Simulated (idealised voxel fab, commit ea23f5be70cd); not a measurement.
The following is a process module called voxel spacer lines.
In the cross-section labelled cut, the width is 155 nm and each square cell is 5 nm.
Cross-section = grid of square cells, listed top down in bands; band = one or more rows. Band: top and bottom heights (nm) first, top before bottom; then materials from left to right, widths in nm. "edge to edge" marks a sole material filling the band edge to edge. "empty" denotes empty space. It should be noted that heights are counted from 0, beneath which the wafer as supplied is of one material throughout, and that the lowest band possesses no lower boundary but continues downward, as written in "0 nm and below". The expression "30 to 40" gives the width at the extremes of the band, the first number at its top row of cells and the second at its bottom row, with the width changing by equal amounts from each row to the next in between. Where a step carries "remained unchanged", the cross-section came out of it unchanged, cell for cell. In the "Enclosed cavity list" entry, you get each enclosed empty space of 8 cells or more, one with no open way to the top, written width x height at distance, distance from the left edge, in nm. Whatever follows a step's settings on its line is a remark the simulator itself makes about that step. The "overlay nm" setting may appear on a step's line; for a step that uses a mask, it gives how far to the right of its planned position the mask lay, and a negative value indicates the left.
-- Planned process steps
1,RECEIVE with material Si
2,CONFORMAL_DEP with material Al2O3, thk nm 10
3,DIRECTIONAL_DEP with material W, thk nm 20
4,DIRECTIONAL_DEP with material aC, thk nm 30
5,PATTERN with tone cover, mask id MANDREL, material resist, width nm 20, pitch nm 60, thk nm 40, overlay nm 0
6,DIRECTIONAL_ETCH with etch materials aC, depth nm 30
7,STRIP with etch materials resist
8,CONFORMAL_DEP with material SiN, thk nm 10
9,DIRECTIONAL_ETCH with etch materials SiN, depth nm 10
10,STRIP with etch materials aC
11,DIRECTIONAL_ETCH with etch materials W, depth nm 20
12,STRIP with etch materials SiN
-- Cross-section of the wafer at receipt, which is the condition after step 1
    0 nm and below | Si edge to edge
    Enclosed cavity list: none
-- Module complete - cross-section of the first of two wafers, run according to plan
    30 nm to 10 nm | 25 of empty | 10 of W | 20 of empty | 10 of W | 20 of empty | 10 of W | 20 of empty | 10 of W | 30 of empty
    10 nm to 0 nm | Al2O3 edge to edge
    0 nm and below | Si edge to edge
    Enclosed cavity list: none
-- Wafer two (of two), end-of-module cross-section: start = wafer one, plan = wafer one, one run mistake
    30 nm to 10 nm | 35 of empty | 10 of W | 20 of empty | 10 of W | 20 of empty | 10 of W | 20 of empty | 10 of W | 20 of empty
    10 nm to 0 nm | Al2O3 edge to edge
    0 nm and below | Si edge to edge
    Enclosed cavity list: none
what went wrong: step 5 ran differently from the plan; actual operation with settings: PATTERN with tone cover, mask id MANDREL, material resist, width nm 20, pitch nm 60, thk nm 40, overlay nm 10
At the end, the second wafer has the same number of cells of each material as the first, but those cells sit in other places.
